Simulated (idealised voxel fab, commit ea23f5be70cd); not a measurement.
The document below concerns the process module designated voxel wiring stack.
The figure presents cross-section cut, which has a width of 260 nm and is divided into square cells with an edge length of 5 nm.
If you're reading a cross-section in this doc, picture square cells in a grid; it comes to you as bands, top ones listed first down to the bottom, and a band can be one or more rows of cells. Band: top height; bottom height; in nm. Then, left to right: material with width in nm, for each material. "all across": a single material spanning edge to edge. "empty": empty space. Heights are reckoned from 0. Under this level, the received wafer is all of one material. The bottommost band is open-ended downward, for example "0 and below". Width spec "30->40" -> top row of cells at first value, bottom row at second value, equal per-row change in between. Where the words "same as before" appear for a step, the cross-section shows no cell changed by that step; every cell remained as before. Enclosed voids (no open way to top), threshold 8 cells or more, entry "Trapped void list", notation width x height at distance, distance from left edge, nm. That trailing text on a step's line, after the settings, is the simulator's own remark on the step. Regarding "overlay nm": on a step with a mask, it is the distance the mask lay to the right of its planned place; a negative value places it to the left.
# Intended process steps
1,RECEIVE,material Si
2,CONFORMAL_DEP,material SiO2,thk nm 10
3,CONFORMAL_DEP,material SiCN,thk nm 5
4,DIRECTIONAL_DEP,material SiO2,thk nm 15
5,PATTERN,tone open,mask id METAL_1,material resist,width nm 30,pitch nm 55,thk nm 20,overlay nm 0
6,DIRECTIONAL_ETCH,etch materials SiO2,depth nm 15
7,DIRECTIONAL_ETCH,etch materials SiCN,depth nm 5
8,STRIP,etch materials resist
9,CONFORMAL_DEP,material TiN,thk nm 5
10,FILL_DEP,material Cu,thk nm 5
11,CMP,height nm 30
12,CONFORMAL_DEP,material SiCN,thk nm 5
13,DIRECTIONAL_DEP,material SiO2,thk nm 20
14,MASKED_ETCH,tone open,mask id PLUG_1,width nm 15,pitch nm 55,etch materials SiO2,depth nm 20,overlay nm 0
15,MASKED_ETCH,tone open,mask id PLUG_1,width nm 15,pitch nm 55,etch materials SiCN,depth nm 5,overlay nm 0
16,EPI,material Ru,thk nm 10
17,EPI,material Ru,thk nm 10
18,EPI,material Ru,thk nm 5
19,CONFORMAL_DEP,material SiCN,thk nm 5
20,DIRECTIONAL_DEP,material lowk,thk nm 20
21,PATTERN,tone open,mask id METAL_2,material resist,width nm 30,pitch nm 55,thk nm 20,overlay nm 0
22,DIRECTIONAL_ETCH,etch materials lowk,depth nm 20
23,DIRECTIONAL_ETCH,etch materials SiCN,depth nm 5
24,STRIP,etch materials resist
25,CONFORMAL_DEP,material TiN,thk nm 5
26,FILL_DEP,material Cu,thk nm 10
27,CMP,height nm 80
28,CONFORMAL_DEP,material SiCN,thk nm 5
29,DIRECTIONAL_DEP,material lowk,thk nm 30
30,MASKED_ETCH,tone open,mask id METAL_3_HOLES,width nm 15,pitch nm 55,etch materials lowk,depth nm 30,overlay nm 0
31,MASKED_ETCH,tone open,mask id METAL_3,width nm 30,pitch nm 55,etch materials lowk,depth nm 20,overlay nm 0
32,MASKED_ETCH,tone open,mask id METAL_3,width nm 30,pitch nm 55,etch materials SiCN,depth nm 5,overlay nm 0
33,CONFORMAL_DEP,material TiN,thk nm 5
34,FILL_DEP,material Cu,thk nm 5
35,CMP,height nm 115
36,CONFORMAL_DEP,material SiCN,thk nm 5
37,DIRECTIONAL_DEP,material lowk,thk nm 10
38,DIRECTIONAL_DEP,material aC,thk nm 10
39,PATTERN,tone open,mask id PLUG_3,material resist,width nm 15,thk nm 25,overlay nm 0
40,DIRECTIONAL_ETCH,etch materials aC,depth nm 10
41,STRIP,etch materials resist
42,DIRECTIONAL_ETCH,etch materials lowk,depth nm 10
43,DIRECTIONAL_ETCH,etch materials SiCN,depth nm 5
44,STRIP,etch materials aC
45,CONFORMAL_DEP,material TiN,thk nm 5
46,FILL_DEP,material W,thk nm 10
47,CMP,height nm 130
48,CONFORMAL_DEP,material SiN,thk nm 5
49,DIRECTIONAL_DEP,material lowk,thk nm 25
50,MASKED_ETCH,tone open,mask id METAL_4,width nm 30,pitch nm 55,etch materials lowk,depth nm 25,overlay nm 0
51,MASKED_ETCH,tone open,mask id METAL_4,width nm 20,pitch nm 55,etch materials SiN,depth nm 5,overlay nm 0
52,CONFORMAL_DEP,material TiN,thk nm 5
53,FILL_DEP,material Cu,thk nm 5
54,CMP,height nm 160
55,EPI,material Ru,thk nm 5
56,FILL_DEP,material SiCN,thk nm 5
For this document, wafers share an identical start and vary in the step 51 width nm; the plan quotes the first wafer's value.
# Cross-section, first of several wafers, as delivered after step 1
0 and below = Si all across
Trapped void list: none
# End of module: cross-section of the first of several wafers after step 56, the last step
170 down to 165 = SiCN all across
165 down to 160 = SiCN 80 nm; Ru 40 nm; SiCN 15 nm; Ru 40 nm; SiCN 85 nm
160 down to 140 = lowk 85 nm; TiN 5 nm; Cu 20 nm; TiN 5 nm; lowk 25 nm; TiN 5 nm; Cu 20 nm; TiN 5 nm; lowk 90 nm
140 down to 135 = lowk 85 nm; TiN 10 nm; Cu 10 nm; TiN 10 nm; lowk 25 nm; TiN 10 nm; Cu 10 nm; TiN 10 nm; lowk 90 nm
135 down to 130 = SiN 90 nm; TiN 20 nm; SiN 35 nm; TiN 20 nm; SiN 95 nm
130 down to 120 = lowk 85 nm; TiN 5 nm; W 5 nm; TiN 5 nm; lowk 160 nm
120 down to 115 = SiCN 85 nm; TiN 15 nm; SiCN 160 nm
115 down to 100 = lowk 85 nm; TiN 5 nm; Cu 20 nm; TiN 5 nm; lowk 25 nm; TiN 5 nm; Cu 20 nm; TiN 5 nm; lowk 90 nm
100 down to 95 = lowk 85 nm; TiN 5 nm; Cu 5 nm; TiN 20 nm; lowk 25 nm; TiN 5 nm; Cu 5 nm; TiN 20 nm; lowk 90 nm
95 down to 85 = lowk 85 nm; TiN 5 nm; Cu 5 nm; TiN 5 nm; lowk 40 nm; TiN 5 nm; Cu 5 nm; TiN 5 nm; lowk 105 nm
85 down to 80 = SiCN 85 nm; TiN 15 nm; SiCN 40 nm; TiN 15 nm; SiCN 105 nm
80 down to 60 = lowk 85 nm; TiN 5 nm; Cu 20 nm; TiN 5 nm; lowk 25 nm; TiN 5 nm; Cu 20 nm; TiN 5 nm; lowk 90 nm
60 down to 55 = SiCN 85 nm; TiN 30 nm; SiCN 25 nm; TiN 30 nm; SiCN 90 nm
55 down to 35 = SiO2 85 nm; Ru 15 nm; SiO2 40 nm; Ru 15 nm; SiO2 105 nm
35 down to 30 = SiCN 85 nm; Ru 15 nm; SiCN 40 nm; Ru 15 nm; SiCN 105 nm
30 down to 15 = SiO2 85 nm; TiN 5 nm; Cu 20 nm; TiN 5 nm; SiO2 25 nm; TiN 5 nm; Cu 20 nm; TiN 5 nm; SiO2 90 nm
15 down to 10 = SiCN 85 nm; TiN 30 nm; SiCN 25 nm; TiN 30 nm; SiCN 90 nm
10 down to 0 = SiO2 all across
0 and below = Si all across
Trapped void list: none
# End of module: cross-section, last of several wafers
170 down to 165 = SiCN all across
165 down to 160 = SiCN 80 nm; Ru 40 nm; SiCN 15 nm; Ru 40 nm; SiCN 85 nm
160 down to 135 = lowk 85 nm; TiN 5 nm; Cu 20 nm; TiN 5 nm; lowk 25 nm; TiN 5 nm; Cu 20 nm; TiN 5 nm; lowk 90 nm
135 down to 130 = SiN 85 nm; TiN 30 nm; SiN 25 nm; TiN 30 nm; SiN 90 nm
130 down to 120 = lowk 85 nm; TiN 5 nm; W 5 nm; TiN 5 nm; lowk 160 nm
120 down to 115 = SiCN 85 nm; TiN 15 nm; SiCN 160 nm
115 down to 100 = lowk 85 nm; TiN 5 nm; Cu 20 nm; TiN 5 nm; lowk 25 nm; TiN 5 nm; Cu 20 nm; TiN 5 nm; lowk 90 nm
100 down to 95 = lowk 85 nm; TiN 5 nm; Cu 5 nm; TiN 20 nm; lowk 25 nm; TiN 5 nm; Cu 5 nm; TiN 20 nm; lowk 90 nm
95 down to 85 = lowk 85 nm; TiN 5 nm; Cu 5 nm; TiN 5 nm; lowk 40 nm; TiN 5 nm; Cu 5 nm; TiN 5 nm; lowk 105 nm
85 down to 80 = SiCN 85 nm; TiN 15 nm; SiCN 40 nm; TiN 15 nm; SiCN 105 nm
80 down to 60 = lowk 85 nm; TiN 5 nm; Cu 20 nm; TiN 5 nm; lowk 25 nm; TiN 5 nm; Cu 20 nm; TiN 5 nm; lowk 90 nm
60 down to 55 = SiCN 85 nm; TiN 30 nm; SiCN 25 nm; TiN 30 nm; SiCN 90 nm
55 down to 35 = SiO2 85 nm; Ru 15 nm; SiO2 40 nm; Ru 15 nm; SiO2 105 nm
35 down to 30 = SiCN 85 nm; Ru 15 nm; SiCN 40 nm; Ru 15 nm; SiCN 105 nm
30 down to 15 = SiO2 85 nm; TiN 5 nm; Cu 20 nm; TiN 5 nm; SiO2 25 nm; TiN 5 nm; Cu 20 nm; TiN 5 nm; SiO2 90 nm
15 down to 10 = SiCN 85 nm; TiN 30 nm; SiCN 25 nm; TiN 30 nm; SiCN 90 nm
10 down to 0 = SiO2 all across
0 and below = Si all across
Trapped void list: none
# Quick key for the table: a row per wafer, taken at the end of the module. For each material it tells you how many cells the wafer gained (+) or lost (-) since it came in, and the closed voids come after
width nm 20, +122 Cu, +46 Ru, +309 SiCN, +44 SiN, +408 SiO2, +127 TiN, +2 W, +710 lowk, Trapped void list: none
width nm 25, +124 Cu, +46 Ru, +309 SiCN, +42 SiN, +408 SiO2, +127 TiN, +2 W, +710 lowk, Trapped void list: none
width nm 30, +126 Cu, +46 Ru, +309 SiCN, +40 SiN, +408 SiO2, +127 TiN, +2 W, +710 lowk, Trapped void list: none
width nm 35, +126 Cu, +46 Ru, +309 SiCN, +40 SiN, +408 SiO2, +127 TiN, +2 W, +710 lowk, Trapped void list: none
width nm 40, +126 Cu, +46 Ru, +309 SiCN, +40 SiN, +408 SiO2, +127 TiN, +2 W, +710 lowk, Trapped void list: none
